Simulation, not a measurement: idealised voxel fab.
The name of this process module is voxel released beams.
Section shown: cut. Width: 250 nm. Cell size: 5 nm, square.
When this document writes out a cross-section, it uses a grid of square cells and lists it as bands, beginning at the top and moving down, with a band standing for one or more rows of cells. Heads up on the band format: heights come first, top then bottom, in nm. After that it's the materials left to right, each with its width in nm. A single material flagged "throughout" fills the whole band edge to edge, and "empty" means there's empty space there. Zero point of the height axis is 0; under it, received wafer = one material. Lowest band: continues down indefinitely, "0 down". When a width is written as two numbers, as in "30 to 40", the first number is the width in the top row of cells of the band and the second is the width in its bottom row, and the width changes by the same amount from each row to the next. The cross-section has no changed cell in any step marked "no change occurred". Entry "closed voids" = empty spaces >= 8 cells with no open way to the top; each as width x height at distance, distance from left edge, all nm. Whatever follows a step's settings on its line is a remark the simulator itself makes about that step. The "overlay nm" setting may appear on a step's line; for a step that uses a mask, it gives how far to the right of its planned position the mask lay, and a negative value indicates the left.

The following list gives the planned process steps
1. RECEIVE | material Si
2. CONFORMAL_DEP | material Al2O3 | thk nm 5
3. DIRECTIONAL_DEP | material SiO2 | thk nm 20
4. PATTERN | tone open | mask id ANCHOR | material resist | width nm 45 | thk nm 15 | overlay nm 0
5. DIRECTIONAL_ETCH | etch materials SiO2 | depth nm 20
6. STRIP | etch materials resist
7. CONFORMAL_DEP | material SiN | thk nm 15
8. DIRECTIONAL_DEP | material aC | thk nm 10
9. PATTERN | tone cover | mask id BEAM | material resist | width nm 105 | thk nm 30 | overlay nm 0
10. DIRECTIONAL_ETCH | etch materials aC | depth nm 10
11. STRIP | etch materials resist
12. DIRECTIONAL_ETCH | etch materials SiN | depth nm 15
13. STRIP | etch materials aC
14. STRIP | etch materials SiO2

As-received state of the wafer in cross-section, equivalent to post-step 1
  0 down: Si throughout
  closed voids: none

Here's the cross-section of the first of our two wafers at the end of the module - it ran as planned
  40 to 25: 70 nm empty  20 nm SiN  15 nm empty  70 nm SiN  75 nm empty
  25 to 20: 75 nm empty  15 nm SiN  15 nm empty  15 nm SiN  130 nm empty
  20 to 5: 75 nm empty  45 nm SiN  130 nm empty
  5 to 0: Al2O3 throughout
  0 down: Si throughout
  closed voids: none

Cross-section, second wafer: same start as the first, same plan as the first, one mistake in running it; taken at the end of the module
  35 to 20: 70 nm empty  20 nm SiN  15 nm empty  70 nm SiN  75 nm empty
  20 to 15: 75 nm empty  15 nm SiN  15 nm empty  15 nm SiN  130 nm empty
  15 to 0: 75 nm empty  45 nm SiN  130 nm empty
  0 down: Si throughout
  closed voids: none
Processing error: step 2 was left out
at the end the second wafer has, in cells: Al2O3: 50 fewer
